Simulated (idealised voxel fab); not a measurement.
The following process module bears the name voxel gate over fins.
FYI the section here is cut, 270 nm wide, cells are 5 nm squares.
Format of a cross-section: grid, square cells. Given as bands. Order: top down. Band: one or more rows of cells. Quick guide to a band line: top height, bottom height (nm) up front; then every material left to right with its width in nm. Only one material and it's marked "edge to edge"? Then it fills the band edge to edge. And "empty" just means empty space. Heights are measured from 0, the level below which the as-received wafer is all one material; the lowest band has no bottom and continues downward, written as in "top 0, no bottom". A two-number width, for instance "30 to 40", indicates that the width is equal to the first number in the top row of the band and to the second number in the bottom row, and that it changes by a constant amount per row of cells. Where the words "same as before" appear for a step, the cross-section shows no cell changed by that step; every cell remained as before. Empty spaces without an open route to the top, at least 8 cells in extent, make up the entry "Enclosed void entries"; each is given as width x height at distance, where the distance is measured from the left edge, and all are in nm. after a step's settings: what the simulator itself notes on the step. "overlay nm" on a masked step: distance the mask lay right of its planned place, negative for left.

# Listed below are the process steps as planned
1) RECEIVE | material Si
2) CONFORMAL_DEP | material SiN | thk nm 5
3) MASKED_ETCH | tone cover | mask id FINS | width nm 15 | pitch nm 55 | etch materials SiN | depth nm 5 | overlay nm 0
4) MASKED_ETCH | tone cover | mask id FINS | width nm 15 | pitch nm 55 | etch materials Si | depth nm 30 | overlay nm 0
5) FILL_DEP | material SiO2 | thk nm 15
6) CMP | height nm 5
7) DIRECTIONAL_DEP | material aC | thk nm 15
8) PATTERN | tone open | mask id RAIL | material resist | width nm 15 | thk nm 35 | overlay nm 0
9) DIRECTIONAL_ETCH | etch materials aC | depth nm 15
10) STRIP | etch materials resist
11) DIRECTIONAL_ETCH | etch materials SiO2 | depth nm 30
12) STRIP | etch materials aC
13) CONFORMAL_DEP | material TiN | thk nm 5
14) FILL_DEP | material Ru | thk nm 5
15) CMP | height nm 0
16) SELECTIVE_ETCH | etch materials W Ru TiN | depth nm 25
17) FILL_DEP | material SiO2 | thk nm 5
18) CMP | height nm 5
19) SELECTIVE_ETCH | etch materials SiO2 | depth nm 20
20) STRIP | etch materials SiN
21) CONFORMAL_DEP | material HfO2 | thk nm 5
22) CONFORMAL_DEP | material TiN | thk nm 5
23) FILL_DEP | material W | thk nm 10
24) CMP | height nm 15
25) CONFORMAL_DEP | material SiN | thk nm 10
Split variable: height nm, step 15. Plan value = first wafer. Wafers start alike.

# As-received state after step 1, first of several wafers, cross-section
* top 0, no bottom  Si edge to edge
* Enclosed void entries: none

# End-of-module cross-section, first of several wafers, after last step 25
* top 25, bottom 15  SiN edge to edge
* top 15, bottom 10  W edge to edge
* top 10, bottom 5  W (90); TiN (35); W (20); TiN (35); W (90)
* top 5, bottom 0  W (90); TiN (5); HfO2 (25); TiN (5); W (20); TiN (5); HfO2 (25); TiN (5); W (90)
* top 0, bottom -5  W (90); TiN (5); HfO2 (5); Si (15); HfO2 (5); TiN (5); W (20); TiN (5); HfO2 (5); Si (15); HfO2 (5); TiN (5); W (90)
* top -5, bottom -10  TiN (95); HfO2 (5); Si (15); HfO2 (5); TiN (30); HfO2 (5); Si (15); HfO2 (5); TiN (95)
* top -10, bottom -15  HfO2 (100); Si (15); HfO2 (40); Si (15); HfO2 (100)
* top -15, bottom -30  SiO2 (100); Si (15); SiO2 (40); Si (15); SiO2 (100)
* top -30, no bottom  Si edge to edge
* Enclosed void entries: none

# Cross-section of the last wafer at end of module
* top 25, bottom 15  SiN edge to edge
* top 15, bottom 10  W edge to edge
* top 10, bottom 5  W (90); TiN (35); W (20); TiN (35); W (90)
* top 5, bottom 0  W (90); TiN (5); HfO2 (25); TiN (5); W (20); TiN (5); HfO2 (25); TiN (5); W (90)
* top 0, bottom -5  W (90); TiN (5); HfO2 (5); Si (15); HfO2 (5); TiN (30); HfO2 (5); Si (15); HfO2 (5); TiN (5); W (90)
* top -5, bottom -10  TiN (95); HfO2 (5); Si (15); HfO2 (30); TiN (5); HfO2 (5); Si (15); HfO2 (5); TiN (95)
* top -10, bottom -15  HfO2 (100); Si (15); HfO2 (10); TiN (5); Ru (5); TiN (5); HfO2 (15); Si (15); HfO2 (100)
* top -15, bottom -20  SiO2 (100); Si (15); SiO2 (10); TiN (5); Ru (5); TiN (5); SiO2 (15); Si (15); SiO2 (100)
* top -20, bottom -25  SiO2 (100); Si (15); SiO2 (10); TiN (15); SiO2 (15); Si (15); SiO2 (100)
* top -25, bottom -30  SiO2 (100); Si (15); SiO2 (40); Si (15); SiO2 (100)
* top -30, no bottom  Si edge to edge
* Enclosed void entries: none

# wafer rows; end of module; cells per material since receipt: (+) gained, (-) lost; then closed voids
height nm 0; +66 HfO2; -288 Si; +108 SiN; +144 SiO2; +66 TiN; +174 W; Enclosed void entries: none
height nm 5; +66 HfO2; -288 Si; +108 SiN; +141 SiO2; +69 TiN; +174 W; Enclosed void entries: none
height nm 10; +66 HfO2; +1 Ru; -288 Si; +108 SiN; +138 SiO2; +71 TiN; +174 W; Enclosed void entries: none
height nm 15; +68 HfO2; +2 Ru; -288 Si; +108 SiN; +138 SiO2; +72 TiN; +170 W; Enclosed void entries: none
